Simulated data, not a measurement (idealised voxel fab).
Proc. module: voxel wiring stack
Xsec cut, 300 nm wide, square cell size 5 nm.
Heads up, the way a cross-section reads in here is a grid of square cells, handed over as bands from the top down, with every band being one or more rows of cells.
Top height, bottom height, nm. Materials left to right, width each, nm. Single material + "everywhere" = fills band edge to edge. "empty" = empty.
Height reference: 0 = level under which incoming wafer is all one material. Lowest band: no bottom, runs on downward, e.g. "0 -> down".
The width entry "30..40" should be interpreted row by row: the top row of cells in the band takes the first number, the bottom row takes the second number, and the change between adjacent rows is uniform throughout.
Where the words "no alteration" appear for a step, the cross-section shows no cell changed by that step; every cell remained as before.
Basically, "Enclosed voids" tells you about the enclosed voids: empty spaces with no open way to the top, 8 cells or bigger, each written width x height at distance, where distance is from the left edge, all in nm.
If you see something after the settings on a step's line, that's the simulator's own remark about that step.
"overlay nm" denotes, for a step that has a mask, the displacement of the mask to the right of its planned place, with negative values corresponding to the left.
# Planned process steps
| 1 | RECEIVE, material Si |
| 2 | CONFORMAL_DEP, material SiO2, thk nm 10 |
| 3 | DIRECTIONAL_DEP, material TiN, thk nm 5 |
| 4 | DIRECTIONAL_DEP, material W, thk nm 20 |
| 5 | PATTERN, tone cover, mask id METAL_1, material resist, width nm 30, pitch nm 60, thk nm 20, overlay nm 0 |
| 6 | DIRECTIONAL_ETCH, etch materials W, depth nm 20 |
| 7 | DIRECTIONAL_ETCH, etch materials TiN, depth nm 5 |
| 8 | STRIP, etch materials resist |
| 9 | CONFORMAL_DEP, material SiN, thk nm 5 |
| 10 | FILL_DEP, material SiO2, thk nm 5 |
| 11 | CMP, height nm 35 |
| 12 | CONFORMAL_DEP, material SiCN, thk nm 5 |
| 13 | DIRECTIONAL_DEP, material SiO2, thk nm 30 |
| 14 | MASKED_ETCH, tone open, mask id METAL_2_HOLES, width nm 15, pitch nm 60, etch materials SiO2, depth nm 30, overlay nm 0 |
| 15 | PATTERN, tone open, mask id METAL_2, material resist, width nm 30, pitch nm 60, thk nm 15, overlay nm 0 |
| 16 | DIRECTIONAL_ETCH, etch materials SiO2, depth nm 15 |
| 17 | DIRECTIONAL_ETCH, etch materials SiCN, depth nm 5 |
| 18 | STRIP, etch materials resist |
| 19 | CONFORMAL_DEP, material TiN, thk nm 5 |
| 20 | FILL_DEP, material Cu, thk nm 10 |
| 21 | CMP, height nm 70 |
| 22 | CONFORMAL_DEP, material SiCN, thk nm 5 |
# Cross-sectional view of the wafer in its as-received condition, corresponding to the state after step 1
	0 -> down = Si everywhere
	Enclosed voids: none
# Below is the wafer in cross-section after the module was completed. It began from the starting point shown above and followed the plan shown above, except that one mistake was made while running it
	75 -> 70 = SiCN everywhere
	70 -> 60 = Cu everywhere
	60 -> 55 = 70 nm Cu, then 25 nm TiN, then 35 nm Cu, then 25 nm TiN, then 35 nm Cu, then 25 nm TiN, then 85 nm Cu
	55 -> 45 = 70 nm Cu, then 5 nm TiN, then 15 nm SiO2, then 5 nm TiN, then 35 nm Cu, then 5 nm TiN, then 15 nm SiO2, then 5 nm TiN, then 35 nm Cu, then 5 nm TiN, then 15 nm SiO2, then 5 nm TiN, then 85 nm Cu
	45 -> 40 = 75 nm TiN, then 15 nm SiO2, then 5 nm TiN, then 5 nm Cu, then 35 nm TiN, then 15 nm SiO2, then 5 nm TiN, then 5 nm Cu, then 35 nm TiN, then 15 nm SiO2, then 5 nm TiN, then 5 nm Cu, then 80 nm TiN
	40 -> 35 = 90 nm SiCN, then 15 nm TiN, then 45 nm SiCN, then 15 nm TiN, then 45 nm SiCN, then 15 nm TiN, then 75 nm SiCN
	35 -> 15 = 70 nm SiO2, then 5 nm SiN, then 30 nm W, then 5 nm SiN, then 20 nm SiO2, then 5 nm SiN, then 30 nm W, then 5 nm SiN, then 20 nm SiO2, then 5 nm SiN, then 30 nm W, then 5 nm SiN, then 70 nm SiO2
	15 -> 10 = 75 nm SiN, then 30 nm TiN, then 30 nm SiN, then 30 nm TiN, then 30 nm SiN, then 30 nm TiN, then 75 nm SiN
	10 -> 0 = SiO2 everywhere
	0 -> down = Si everywhere
	Enclosed voids: none
What went wrong in running the wafer? step 14 off recipe, ran as MASKED_ETCH, tone cover, mask id METAL_2_HOLES, width nm 15, pitch nm 60, etch materials SiO2, depth nm 30, overlay nm 0
